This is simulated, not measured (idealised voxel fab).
The name of this process module is voxel ribs on slabs.
Pictured: cross-section cut, 275 nm wide, on a grid of 5 nm square cells.
Reading order for cross-sections: top band down to bottom band. Underlying form: a grid of square cells. Band size: one or more rows of cells.
Per band: top height and bottom height in nm, followed by the left-to-right materials and their widths in nm; "throughout" marks a single material spanning edge to edge, "empty" marks empty space.
For the purposes of this specification, 0 denotes the height below which the wafer in its as-received condition is composed wholly of one material, and the lowermost band, lacking a lower limit, extends downward without end, as expressed in "from 0 down".
Width: "30..40" (first number = top row, second number = bottom row, same change from row to row of cells).
"same as before" (step): cross-section cells unchanged, all of them.
Enclosed voids (no open way to top), threshold 8 cells or more, entry "Fully sealed voids", notation width x height at distance, distance from left edge, nm.
Text after the settings on a step's line: the simulator's own remark on that step.
"overlay nm" on a masked step: distance the mask lay right of its planned place, negative for left.
### Process steps (planned)
step 1: RECEIVE: material Si
step 2: DIRECTIONAL_DEP: material SiO2, thk nm 20
step 3: DIRECTIONAL_DEP: material SiN, thk nm 15
step 4: PATTERN: tone cover, mask id RIB, material resist, width nm 25, thk nm 20, overlay nm 0
step 5: DIRECTIONAL_ETCH: etch materials SiN, depth nm 10
step 6: STRIP: etch materials resist
step 7: DIRECTIONAL_DEP: material aC, thk nm 10
step 8: PATTERN: tone cover, mask id SLAB, material resist, width nm 75, thk nm 25, overlay nm 0
step 9: DIRECTIONAL_ETCH: etch materials aC, depth nm 10
step 10: STRIP: etch materials resist
step 11: DIRECTIONAL_ETCH: etch materials SiN, depth nm 5
step 12: STRIP: etch materials aC
step 13: FILL_DEP: material SiO2, thk nm 30
step 14: CMP: height nm 55
step 15: DIRECTIONAL_DEP: material TiN, thk nm 10
step 16: PATTERN: tone cover, mask id HEATER, material resist, width nm 35, thk nm 15, overlay nm 0
step 17: DIRECTIONAL_ETCH: etch materials TiN, depth nm 10
step 18: STRIP: etch materials resist
step 19: CONFORMAL_DEP: material SiN, thk nm 5
### Of two wafers, the first: run according to plan
### Cross-sectional view of the wafer in its as-received condition, corresponding to the state after step 1
> from 0 down: Si throughout
> Fully sealed voids: none
### Upon completion of step 2, the wafer appears in cross-section as shown
> from 20 to 0: SiO2 throughout
> Lower than 0, everything is as it was.
### Upon completion of step 3, the wafer appears in cross-section as shown
> from 35 to 20: SiN throughout
> Lower than 20, everything is as it was.
### Upon completion of step 4, the wafer appears in cross-section as shown
> from 55 to 35: 125 of empty | 25 of resist | 125 of empty
> Lower than 35, everything is as it was.
### Upon completion of step 5, the wafer appears in cross-section as shown
> from 55 to 35: 125 of empty | 25 of resist | 125 of empty
> from 35 to 25: 125 of empty | 25 of SiN | 125 of empty
> Lower than 25, everything is as it was.
### Upon completion of step 6, the wafer appears in cross-section as shown
> from 35 to 25: 125 of empty | 25 of SiN | 125 of empty
> Lower than 25, everything is as it was.
### Upon completion of step 7, the wafer appears in cross-section as shown
> from 45 to 35: 125 of empty | 25 of aC | 125 of empty
> from 35 to 25: 125 of aC | 25 of SiN | 125 of aC
> Lower than 25, everything is as it was.
### Upon completion of step 8, the wafer appears in cross-section as shown
> from 70 to 45: 100 of empty | 75 of resist | 100 of empty
> from 45 to 35: 100 of empty | 25 of resist | 25 of aC | 25 of resist | 100 of empty
> Lower than 35, everything is as it was.
### Upon completion of step 9, the wafer appears in cross-section as shown
> from 60 to 45: 100 of empty | 75 of resist | 100 of empty
> from 45 to 35: 100 of empty | 25 of resist | 25 of aC | 25 of resist | 100 of empty
> from 35 to 25: 100 of empty | 25 of aC | 25 of SiN | 25 of aC | 100 of empty
> Lower than 25, everything is as it was.
### Upon completion of step 10, the wafer appears in cross-section as shown
> from 45 to 35: 125 of empty | 25 of aC | 125 of empty
> Lower than 35, everything is as it was.
### Upon completion of step 11, the wafer appears in cross-section as shown
> from 45 to 35: 125 of empty | 25 of aC | 125 of empty
> from 35 to 25: 100 of empty | 25 of aC | 25 of SiN | 25 of aC | 100 of empty
> from 25 to 20: 100 of empty | 75 of SiN | 100 of empty
> Lower than 20, everything is as it was.
### Upon completion of step 12, the wafer appears in cross-section as shown
> from 35 to 25: 125 of empty | 25 of SiN | 125 of empty
> Lower than 25, everything is as it was.
### Upon completion of step 13, the wafer appears in cross-section as shown
> from 65 to 35: SiO2 throughout
> from 35 to 25: 125 of SiO2 | 25 of SiN | 125 of SiO2
> from 25 to 20: 100 of SiO2 | 75 of SiN | 100 of SiO2
> Lower than 20, everything is as it was.
### Upon completion of step 14, the wafer appears in cross-section as shown
> from 55 to 35: SiO2 throughout
> Lower than 35, everything is as it was.
### Upon completion of step 15, the wafer appears in cross-section as shown
> from 65 to 55: TiN throughout
> Lower than 55, everything is as it was.
### Upon completion of step 16, the wafer appears in cross-section as shown
> from 80 to 65: 120 of empty | 35 of resist | 120 of empty
> Lower than 65, everything is as it was.
### Upon completion of step 17, the wafer appears in cross-section as shown
> from 80 to 65: 120 of empty | 35 of resist | 120 of empty
> from 65 to 55: 120 of empty | 35 of TiN | 120 of empty
> Lower than 55, everything is as it was.
### Upon completion of step 18, the wafer appears in cross-section as shown
> from 65 to 55: 120 of empty | 35 of TiN | 120 of empty
> Lower than 55, everything is as it was.
### Upon completion of step 19, the wafer appears in cross-section as shown
> from 70 to 65: 115 of empty | 45 of SiN | 115 of empty
> from 65 to 60: 115 of empty | 5 of SiN | 35 of TiN | 5 of SiN | 115 of empty
> from 60 to 55: 120 of SiN | 35 of TiN | 120 of SiN
> Lower than 55, everything is as it was.
### The second wafer began exactly as the first did and followed the same plan, but one mistake was made while running it; through step 7 inclusive, the two wafers are identical
### Second wafer cross-section, taken as of the time the plan sets for step 8 to be done
> from 70 to 45: 100 of resist | 75 of empty | 100 of resist
> from 45 to 35: 100 of resist | 25 of empty | 25 of aC | 25 of empty | 100 of resist
> Lower than 35, everything is as it was.
### Second wafer cross-section, taken as of the time the plan sets for step 9 to be done
> from 60 to 35: 100 of resist | 75 of empty | 100 of resist
> from 35 to 25: 100 of aC | 25 of empty | 25 of SiN | 25 of empty | 100 of aC
> Lower than 25, everything is as it was.
### Second wafer cross-section, taken as of the time the plan sets for step 10 to be done
> from 35 to 25: 100 of aC | 25 of empty | 25 of SiN | 25 of empty | 100 of aC
> Lower than 25, everything is as it was.
### Second wafer cross-section, taken as of the time the plan sets for step 11 to be done
> from 35 to 30: 100 of aC | 75 of empty | 100 of aC
> from 30 to 25: 100 of aC | 25 of empty | 25 of SiN | 25 of empty | 100 of aC
> from 25 to 20: 100 of SiN | 25 of empty | 25 of SiN | 25 of empty | 100 of SiN
> Lower than 20, everything is as it was.
### Second wafer cross-section, taken as of the time the plan sets for step 12 to be done
> from 30 to 25: 125 of empty | 25 of SiN | 125 of empty
> Lower than 25, everything is as it was.
### Second wafer cross-section, taken as of the time the plan sets for step 13 to be done
> from 60 to 30: SiO2 throughout
> from 30 to 25: 125 of SiO2 | 25 of SiN | 125 of SiO2
> from 25 to 20: 100 of SiN | 25 of SiO2 | 25 of SiN | 25 of SiO2 | 100 of SiN
> Lower than 20, everything is as it was.
### Second wafer cross-section, taken as of the time the plan sets for step 14 to be done
> from 55 to 30: SiO2 throughout
> Lower than 30, everything is as it was.
### Second wafer cross-section, taken as of the time the plan sets for step 15 to be done
> from 65 to 55: TiN throughout
> Lower than 55, everything is as it was.
### Second wafer cross-section, taken as of the time the plan sets for step 16 to be done
> from 80 to 65: 120 of empty | 35 of resist | 120 of empty
> Lower than 65, everything is as it was.
### Second wafer cross-section, taken as of the time the plan sets for step 17 to be done
> from 80 to 65: 120 of empty | 35 of resist | 120 of empty
> from 65 to 55: 120 of empty | 35 of TiN | 120 of empty
> Lower than 55, everything is as it was.
### Second wafer cross-section, taken as of the time the plan sets for step 18 to be done
> from 65 to 55: 120 of empty | 35 of TiN | 120 of empty
> Lower than 55, everything is as it was.
### Second wafer cross-section, taken as of the time the plan sets for step 19 to be done
> from 70 to 65: 115 of empty | 45 of SiN | 115 of empty
> from 65 to 60: 115 of empty | 5 of SiN | 35 of TiN | 5 of SiN | 115 of empty
> from 60 to 55: 120 of SiN | 35 of TiN | 120 of SiN
> Lower than 55, everything is as it was.
Finding, execution versus plan: step 8 did not use the planned setting and instead ran as PATTERN: tone open, mask id SLAB, material resist, width nm 75, thk nm 25, overlay nm 0
Looking at both finished wafers in cells, the second ends up ahead of or behind the first on some materials: SiN +25, SiO2 -25
